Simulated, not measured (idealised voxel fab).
This is a process module. Its name is voxel ribs on slabs.
It is cross-section cut that appears here, measuring 285 nm in width, its square cells being 5 nm in size.
In what follows, cross-sections appear as grids of square cells, described through bands that run from the top down, where every band is one or more rows of cells.
First you get the band's top height and its bottom height, in nm, and then the materials it's made of, left to right, with each width in nm. If you see a single material with "throughout", that one covers the band edge to edge. "empty" is empty space.
Below 0: as-received wafer, all one material; heights counted from there. Lowest band: no bottom, goes on down, written "0 and below".
You'd read "30->40" like this: the band's top row of cells is as wide as the first number, its bottom row is as wide as the second, and going down, every row changes width by the same amount as the row before did.
Step note "same as before" = no cross-section cell changed.
"Listed closed voids" contains a list of empty spaces, each no smaller than 8 cells and without an open way to the top, written in the form width x height at distance with the distance from the left edge and all three in nm.
Past the settings on a step's line: simulator remark, on that step.
"overlay nm" on a masked step: distance the mask lay right of its planned place, negative for left.
-- The process steps that were planned are listed below
1,RECEIVE, material Si
2,DIRECTIONAL_DEP, material SiO2, thk nm 20
3,DIRECTIONAL_DEP, material polySi, thk nm 15
4,PATTERN, tone cover, mask id RIB, material resist, width nm 20, thk nm 15, overlay nm 0
5,DIRECTIONAL_ETCH, etch materials polySi, depth nm 5
6,STRIP, etch materials resist
7,MASKED_ETCH, tone cover, mask id SLAB, width nm 60, etch materials polySi, depth nm 10, overlay nm 0
8,FILL_DEP, material SiO2, thk nm 20
9,CMP, height nm 50
10,DIRECTIONAL_DEP, material TiN, thk nm 5
11,PATTERN, tone cover, mask id HEATER, material resist, width nm 30, thk nm 20, overlay nm 0
12,DIRECTIONAL_ETCH, etch materials TiN, depth nm 5
13,STRIP, etch materials resist
14,CONFORMAL_DEP, material SiN, thk nm 10
-- On the first of the two wafers: run conducted according to plan
-- Cross-section of the wafer at receipt, which is the condition after step 1
	0 and below: Si throughout
	Listed closed voids: none
-- The following cross-section depicts the wafer upon completion of step 2
	20 down to 0: SiO2 throughout
	No changes below 0.
-- The following cross-section depicts the wafer upon completion of step 3
	35 down to 20: polySi throughout
	No changes below 20.
-- The following cross-section depicts the wafer upon completion of step 4
	50 down to 35: empty=130  resist=20  empty=135
	No changes below 35.
-- The following cross-section depicts the wafer upon completion of step 5
	50 down to 35: empty=130  resist=20  empty=135
	35 down to 30: empty=130  polySi=20  empty=135
	No changes below 30.
-- The following cross-section depicts the wafer upon completion of step 6
	35 down to 30: empty=130  polySi=20  empty=135
	No changes below 30.
-- The following cross-section depicts the wafer upon completion of step 7
	35 down to 30: empty=130  polySi=20  empty=135
	30 down to 20: empty=110  polySi=60  empty=115
	No changes below 20.
-- The following cross-section depicts the wafer upon completion of step 8
	55 down to 35: SiO2 throughout
	35 down to 30: SiO2=130  polySi=20  SiO2=135
	30 down to 20: SiO2=110  polySi=60  SiO2=115
	No changes below 20.
-- The following cross-section depicts the wafer upon completion of step 9
	50 down to 35: SiO2 throughout
	No changes below 35.
-- The following cross-section depicts the wafer upon completion of step 10
	55 down to 50: TiN throughout
	No changes below 50.
-- The following cross-section depicts the wafer upon completion of step 11
	75 down to 55: empty=125  resist=30  empty=130
	No changes below 55.
-- The following cross-section depicts the wafer upon completion of step 12
	75 down to 55: empty=125  resist=30  empty=130
	55 down to 50: empty=125  TiN=30  empty=130
	No changes below 50.
-- The following cross-section depicts the wafer upon completion of step 13
	55 down to 50: empty=125  TiN=30  empty=130
	No changes below 50.
-- The following cross-section depicts the wafer upon completion of step 14
	65 down to 60: empty=115  SiN=50  empty=120
	60 down to 55: SiN throughout
	55 down to 50: SiN=125  TiN=30  SiN=130
	No changes below 50.
-- Second wafer: same start and same plan as the first, one execution error; identical to the first through step 2
-- Cross-section of the second wafer corresponding to the planned conclusion of step 3
	35 down to 20: empty=130  resist=20  empty=135
	No changes below 20.
-- Cross-section of the second wafer corresponding to the planned conclusion of step 4
	50 down to 35: empty=130  polySi=20  empty=135
	35 down to 20: polySi=130  resist=20  polySi=135
	No changes below 20.
-- Cross-section of the second wafer corresponding to the planned conclusion of step 5
	45 down to 35: empty=130  polySi=20  empty=135
	35 down to 30: empty=130  resist=20  empty=135
	No changes below 30.
-- Cross-section of the second wafer corresponding to the planned conclusion of step 6
	30 down to 20: polySi=130  empty=20  polySi=135
	No changes below 20.
-- Cross-section of the second wafer corresponding to the planned conclusion of step 7
	30 down to 20: empty=110  polySi=20  empty=20  polySi=20  empty=115
	No changes below 20.
-- Cross-section of the second wafer corresponding to the planned conclusion of step 8
	50 down to 30: SiO2 throughout
	30 down to 20: SiO2=110  polySi=20  SiO2=20  polySi=20  SiO2=115
	No changes below 20.
Cross-section of the second wafer corresponding to the planned conclusion of step 9: same as before
-- Cross-section of the second wafer corresponding to the planned conclusion of step 10
	55 down to 50: TiN throughout
	No changes below 50.
-- Cross-section of the second wafer corresponding to the planned conclusion of step 11
	75 down to 55: empty=125  resist=30  empty=130
	No changes below 55.
-- Cross-section of the second wafer corresponding to the planned conclusion of step 12
	75 down to 55: empty=125  resist=30  empty=130
	55 down to 50: empty=125  TiN=30  empty=130
	No changes below 50.
-- Cross-section of the second wafer corresponding to the planned conclusion of step 13
	55 down to 50: empty=125  TiN=30  empty=130
	No changes below 50.
-- Cross-section of the second wafer corresponding to the planned conclusion of step 14
	65 down to 60: empty=115  SiN=50  empty=120
	60 down to 55: SiN throughout
	55 down to 50: SiN=125  TiN=30  SiN=130
	No changes below 50.
Against the plan, the run slipped here: so 3 and 4 got swapped relative to the plan, each ran where the other was supposed to
at the end the second wafer has, in cells: +12 SiO2, -12 polySi
